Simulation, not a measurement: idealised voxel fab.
A process module follows: voxel capacitor over wiring.
For reference, the cross-section in this document is cut, with width 285 nm and square cells of 5 nm.
Cross-section format: a grid of square cells, given as bands from top to bottom; each band is one or more rows of cells. Each band's line starts with the height of the band's top and of its bottom, in nm. Then come its materials from left to right, each with its width in nm. One material with "all across" fills the band from edge to edge. "empty" is empty space. It should be noted that heights are counted from 0, beneath which the wafer as supplied is of one material throughout, and that the lowest band possesses no lower boundary but continues downward, as written in "z 0 and below". Width: "30 to 40" (first number = top row, second number = bottom row, same change from row to row of cells). Take "changes: none" at face value: in the step it is given for, the cross-section changed in none of its cells. Listed in "Closed void list": every empty space of 8 or more cells without an open way to the top. Form: width x height at distance, the distance being from the left edge, all in nm. Anything after a step's settings on that line? It's the simulator's own note about the step. The setting "overlay nm" may be written on the line of a step. When the step uses a mask, the value reports how far to the right of the planned place the mask lay, and a negative value reports that it lay to the left.

-- So here's the lineup of process steps we planned
- 1: op RECEIVE | material Si
- 2: op CONFORMAL_DEP | material SiO2 | thk nm 10
- 3: op CONFORMAL_DEP | material SiN | thk nm 5
- 4: op DIRECTIONAL_DEP | material SiO2 | thk nm 20
- 5: op MASKED_ETCH | tone open | mask id METAL_1 | width nm 30 | pitch nm 80 | etch materials SiO2 | depth nm 20 | overlay nm 0
- 6: op MASKED_ETCH | tone open | mask id METAL_1 | width nm 30 | pitch nm 80 | etch materials SiN | depth nm 5 | overlay nm 0
- 7: op CONFORMAL_DEP | material TiN | thk nm 5
- 8: op FILL_DEP | material W | thk nm 10
- 9: op CMP | height nm 35
- 10: op CONFORMAL_DEP | material SiCN | thk nm 5
- 11: op DIRECTIONAL_DEP | material lowk | thk nm 20
- 12: op PATTERN | tone open | mask id PLUG_1 | material resist | width nm 15 | thk nm 20 | overlay nm 0
- 13: op DIRECTIONAL_ETCH | etch materials lowk | depth nm 20
- 14: op DIRECTIONAL_ETCH | etch materials SiCN | depth nm 5
- 15: op STRIP | etch materials resist
- 16: op CONFORMAL_DEP | material TiN | thk nm 5
- 17: op FILL_DEP | material Cu | thk nm 10
- 18: op CMP | height nm 60
- 19: op DIRECTIONAL_DEP | material TiN | thk nm 5
- 20: op DIRECTIONAL_DEP | material SiN | thk nm 5
- 21: op DIRECTIONAL_DEP | material TiN | thk nm 10
- 22: op MASKED_ETCH | tone cover | mask id UPPER_PLATE | width nm 55 | etch materials TiN | depth nm 10 | overlay nm 0
- 23: op MASKED_ETCH | tone cover | mask id UPPER_PLATE | width nm 55 | etch materials SiN | depth nm 5 | overlay nm 0
- 24: op DIRECTIONAL_DEP | material aC | thk nm 10
- 25: op PATTERN | tone cover | mask id LOWER_PLATE | material resist | width nm 65 | thk nm 30 | overlay nm 0
- 26: op DIRECTIONAL_ETCH | etch materials aC | depth nm 10
- 27: op STRIP | etch materials resist
- 28: op DIRECTIONAL_ETCH | etch materials TiN | depth nm 5
- 29: op STRIP | etch materials aC
- 30: op FILL_DEP | material SiO2 | thk nm 15
- 31: op CMP | height nm 90
- 32: op MASKED_ETCH | tone open | mask id PLUG_2 | width nm 15 | etch materials SiO2 | depth nm 10 | overlay nm 0
- 33: op CONFORMAL_DEP | material TiN | thk nm 5
- 34: op FILL_DEP | material Ru | thk nm 5
- 35: op CMP | height nm 90
- 36: op CONFORMAL_DEP | material SiN | thk nm 5

-- Wafer cross-section on receipt, i.e. after step 1
    z 0 and below | Si all across
    Closed void list: none

-- first wafer at the end, as planned
    z 95 to 90 | SiN all across
    z 90 to 85 | 110 of SiO2  5 of TiN  5 of Ru  5 of TiN  160 of SiO2
    z 85 to 80 | 110 of SiO2  15 of TiN  160 of SiO2
    z 80 to 70 | 100 of SiO2  55 of TiN  130 of SiO2
    z 70 to 65 | 100 of SiO2  55 of SiN  130 of SiO2
    z 65 to 60 | 95 of SiO2  65 of TiN  125 of SiO2
    z 60 to 40 | 100 of lowk  5 of TiN  5 of Cu  5 of TiN  170 of lowk
    z 40 to 35 | 100 of SiCN  15 of TiN  170 of SiCN
    z 35 to 15 | 85 of SiO2  5 of TiN  20 of W  5 of TiN  50 of SiO2  5 of TiN  20 of W  5 of TiN  90 of SiO2
    z 15 to 10 | 85 of SiN  30 of TiN  50 of SiN  30 of TiN  90 of SiN
    z 10 to 0 | SiO2 all across
    z 0 and below | Si all across
    Closed void list: none

-- This cross-section belongs to the second wafer of two at the end of the module; the start and the plan were shared with the first, and the run included one mistake
    z 95 to 90 | SiN all across
    z 90 to 85 | 110 of SiO2  5 of TiN  5 of Ru  5 of TiN  160 of SiO2
    z 85 to 80 | 110 of SiO2  15 of TiN  160 of SiO2
    z 80 to 75 | SiO2 all across
    z 75 to 65 | 100 of SiO2  55 of TiN  130 of SiO2
    z 65 to 60 | 95 of SiO2  65 of TiN  125 of SiO2
    z 60 to 40 | 100 of lowk  5 of TiN  5 of Cu  5 of TiN  170 of lowk
    z 40 to 35 | 100 of SiCN  15 of TiN  170 of SiCN
    z 35 to 15 | 85 of SiO2  5 of TiN  20 of W  5 of TiN  50 of SiO2  5 of TiN  20 of W  5 of TiN  90 of SiO2
    z 15 to 10 | 85 of SiN  30 of TiN  50 of SiN  30 of TiN  90 of SiN
    z 10 to 0 | SiO2 all across
    z 0 and below | Si all across
    Closed void list: none
Processing error: step 20 of the plan never got run, it was skipped over
Cell-count delta at end, second wafer over first, by material: -11 SiN | +11 SiO2
